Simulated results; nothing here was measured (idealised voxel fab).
Name of the process module below: voxel self aligned contacts
The figure presents cross-section cut, which has a width of 220 nm and is divided into square cells with an edge length of 5 nm.
Notation: cross-section as square-cell grid; stated in bands, top first, going down; one or more cell rows per band.
Basically the band line says how high the top is and how high the bottom is, in nm, and then what's in it from left to right, every material with its width in nm. Empty space shows up as "empty", and if a single material carries "throughout" it runs the full band edge to edge.
Beneath 0, the wafer as received is one material, and that level is where height counting begins. The lowest band goes on downward without a bottom; it is written like "0 -> down".
Top row gets the first number, bottom row gets the second, and each row in between changes by the same step: that is how a band width like "30->40" works.
"no modifications" for a step: no cell of the cross-section changed in that step.
Voids not open to the top, 8 cells minimum: see "Non-vented voids". Written width x height at distance; distance is from the left edge; nm.
What comes after the settings on a step's line is commentary from the simulator itself on that step.
Each step line may optionally specify "overlay nm", which for a step with a mask gives the rightward distance between the mask's planned place and where it lay, a negative value indicating the leftward direction.
## List of planned process steps
1 RECEIVE (material Si)
2 CONFORMAL_DEP (material SiO2; thk nm 5)
3 DIRECTIONAL_DEP (material polySi; thk nm 25)
4 DIRECTIONAL_DEP (material SiN; thk nm 25)
5 PATTERN (tone cover; mask id GATE; material resist; width nm 30; pitch nm 75; thk nm 20; overlay nm 0)
6 DIRECTIONAL_ETCH (etch materials SiN; depth nm 25)
7 DIRECTIONAL_ETCH (etch materials polySi; depth nm 25)
8 STRIP (etch materials resist)
9 CONFORMAL_DEP (material SiN; thk nm 10)
10 DIRECTIONAL_ETCH (etch materials SiN; depth nm 10)
11 FILL_DEP (material SiO2; thk nm 15)
12 CMP (height nm 60)
13 MASKED_ETCH (tone open; mask id CONTACT; width nm 55; etch materials SiO2; depth nm 60; overlay nm 0)
14 CONFORMAL_DEP (material TiN; thk nm 5)
15 FILL_DEP (material W; thk nm 5)
16 CMP (height nm 60)
17 CONFORMAL_DEP (material SiCN; thk nm 5)
## Cross-sectional view of the wafer in its as-received condition, corresponding to the state after step 1
> 0 -> down | Si throughout
> Non-vented voids: none
## Cross-section: first of two wafers, module finished, run according to plan
> 65 -> 60 | SiCN throughout
> 60 -> 55 | SiO2 80, TiN 20, W 15, TiN 20, SiO2 85
> 55 -> 30 | SiO2 45, SiN 50, TiN 5, W 15, TiN 5, SiN 50, SiO2 50
> 30 -> 5 | SiO2 45, SiN 10, polySi 30, SiN 10, TiN 5, W 15, TiN 5, SiN 10, polySi 30, SiN 10, SiO2 50
> 5 -> 0 | SiO2 95, TiN 25, SiO2 100
> 0 -> down | Si throughout
> Non-vented voids: none
## Cross-sectional image of the second wafer of the two following completion of the module. Starting state and process plan were the same as for the first wafer; one execution error occurred
> 65 -> 60 | SiCN throughout
> 60 -> 30 | SiO2 45, SiN 50, TiN 5, W 15, TiN 5, SiN 50, SiO2 50
> 30 -> 15 | SiO2 45, SiN 10, polySi 30, SiN 10, TiN 5, W 15, TiN 5, SiN 10, polySi 30, SiN 10, SiO2 50
> 15 -> 10 | SiO2 45, SiN 10, polySi 30, SiN 10, TiN 25, SiN 10, polySi 30, SiN 10, SiO2 50
> 10 -> 5 | SiN 55, polySi 30, SiN 45, polySi 30, SiN 60
> 5 -> 0 | SiO2 throughout
> 0 -> down | Si throughout
> Non-vented voids: none
Here's what went sideways: step 10 went in with a setting other than planned; the actual run was DIRECTIONAL_ETCH (etch materials SiN; depth nm 5)
Bottom line after processing is that, in cells, the second wafer is up or down on some materials versus the first: SiN +44 | SiO2 -28 | TiN -10 | W -6
